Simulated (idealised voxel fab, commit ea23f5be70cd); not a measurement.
Process module heading - voxel capacitor over wiring
The cross-section on display is named cut; it measures 280 nm wide, and its cells are 5 nm squares.
Think of the cross-section as a grid of square cells. We describe it in bands, top to bottom, and each band covers one or more rows of those cells.
Heights first: top, then bottom, in nm. Then materials, left to right, each with a width in nm. "everywhere" on a single material: fills the band edge to edge. "air": empty space.
Heights are expressed relative to 0, this being the level below which the as-received wafer comprises one material exclusively. The lowest band is unbounded in the downward direction and is denoted as in "0 -> down".
The expression "30..40" gives the width at the extremes of the band, the first number at its top row of cells and the second at its bottom row, with the width changing by equal amounts from each row to the next in between.
What does "nothing got changed" mean for a step? It means no cell of the cross-section changed in that step.
"Encapsulated voids" enumerates empty spaces isolated from the top, with no open way to it, that contain at least 8 cells, giving each as width x height at distance from the left edge, all three in nm.
Heads up: the bit after the settings on a step's line is the simulator's remark on that step.
Each step line may optionally specify "overlay nm", which for a step with a mask gives the rightward distance between the mask's planned place and where it lay, a negative value indicating the leftward direction.
**Planned process steps**
| 1 | RECEIVE,material Si |
| 2 | CONFORMAL_DEP,material SiO2,thk nm 10 |
| 3 | CONFORMAL_DEP,material SiCN,thk nm 5 |
| 4 | DIRECTIONAL_DEP,material lowk,thk nm 25 |
| 5 | PATTERN,tone open,mask id METAL_1,material resist,width nm 25,pitch nm 90,thk nm 15,overlay nm 0 |
| 6 | DIRECTIONAL_ETCH,etch materials lowk,depth nm 25 |
| 7 | DIRECTIONAL_ETCH,etch materials SiCN,depth nm 5 |
| 8 | STRIP,etch materials resist |
| 9 | CONFORMAL_DEP,material TiN,thk nm 5 |
| 10 | FILL_DEP,material Cu,thk nm 10 |
| 11 | CMP,height nm 40 |
| 12 | CONFORMAL_DEP,material SiCN,thk nm 5 |
| 13 | DIRECTIONAL_DEP,material SiO2,thk nm 15 |
| 14 | DIRECTIONAL_DEP,material aC,thk nm 10 |
| 15 | PATTERN,tone open,mask id PLUG_1,material resist,width nm 15,thk nm 30,overlay nm 0 |
| 16 | DIRECTIONAL_ETCH,etch materials aC,depth nm 10 |
| 17 | STRIP,etch materials resist |
| 18 | DIRECTIONAL_ETCH,etch materials SiO2,depth nm 15 |
| 19 | DIRECTIONAL_ETCH,etch materials SiCN,depth nm 5 |
| 20 | STRIP,etch materials aC |
| 21 | EPI,material Ru,thk nm 10 |
| 22 | EPI,material Ru,thk nm 10 |
| 23 | DIRECTIONAL_DEP,material TiN,thk nm 10 |
| 24 | DIRECTIONAL_DEP,material HfO2,thk nm 5 |
| 25 | DIRECTIONAL_DEP,material TiN,thk nm 10 |
| 26 | MASKED_ETCH,tone cover,mask id UPPER_PLATE,width nm 70,etch materials TiN,depth nm 10,overlay nm 0 |
| 27 | MASKED_ETCH,tone cover,mask id UPPER_PLATE,width nm 70,etch materials HfO2,depth nm 5,overlay nm 0 |
| 28 | MASKED_ETCH,tone cover,mask id LOWER_PLATE,width nm 80,etch materials TiN,depth nm 10,overlay nm 0 |
| 29 | FILL_DEP,material SiO2,thk nm 20 |
| 30 | CMP,height nm 100 |
| 31 | PATTERN,tone open,mask id PLUG_2,material resist,width nm 15,thk nm 20,overlay nm 0 |
| 32 | DIRECTIONAL_ETCH,etch materials SiO2,depth nm 15 |
| 33 | STRIP,etch materials resist |
| 34 | CONFORMAL_DEP,material TiN,thk nm 5 |
| 35 | FILL_DEP,material Ru,thk nm 5 |
| 36 | CMP,height nm 100 |
| 37 | CONFORMAL_DEP,material SiN,thk nm 5 |
**Step 1 complete: cross-section of the wafer as received**
  0 -> down: Si everywhere
  Encapsulated voids: none
**Cross-section: first of two wafers, module finished, run according to plan**
  105 -> 100: SiN everywhere
  100 -> 90: SiO2=100, TiN=5, Ru=5, TiN=5, SiO2=165
  90 -> 85: SiO2=100, TiN=15, SiO2=165
  85 -> 75: SiO2=90, TiN=70, SiO2=120
  75 -> 70: SiO2=90, HfO2=70, SiO2=120
  70 -> 60: SiO2=85, TiN=80, SiO2=115
  60 -> 45: SiO2=90, Ru=15, SiO2=175
  45 -> 40: SiCN=90, Ru=15, SiCN=175
  40 -> 15: lowk=80, TiN=5, Cu=15, TiN=5, lowk=65, TiN=5, Cu=15, TiN=5, lowk=85
  15 -> 10: SiCN=80, TiN=25, SiCN=65, TiN=25, SiCN=85
  10 -> 0: SiO2 everywhere
  0 -> down: Si everywhere
  Encapsulated voids: none
**Wafer two (of two), end-of-module cross-section: start = wafer one, plan = wafer one, one run mistake**
  105 -> 100: SiN everywhere
  100 -> 90: SiO2=100, TiN=5, Ru=5, TiN=5, SiO2=165
  90 -> 85: SiO2=100, TiN=15, SiO2=165
  85 -> 75: SiO2=90, TiN=70, SiO2=120
  75 -> 70: SiO2=90, HfO2=70, SiO2=120
  70 -> 60: SiO2=85, TiN=80, SiO2=115
  60 -> 45: SiO2=90, Ru=15, SiO2=175
  45 -> 40: SiCN=90, Ru=15, SiCN=175
  40 -> 35: SiCN=80, TiN=25, SiCN=65, TiN=25, SiCN=85
  35 -> 10: lowk everywhere
  10 -> 0: SiO2 everywhere
  0 -> down: Si everywhere
  Encapsulated voids: none
What went wrong in running the wafer? so 3 and 4 got swapped relative to the plan, each ran where the other was supposed to
Once processing is complete, comparing cell counts shows that the second wafer has more or fewer of certain materials than the first: Cu: 30 fewer, TiN: 20 fewer, lowk: 50 more
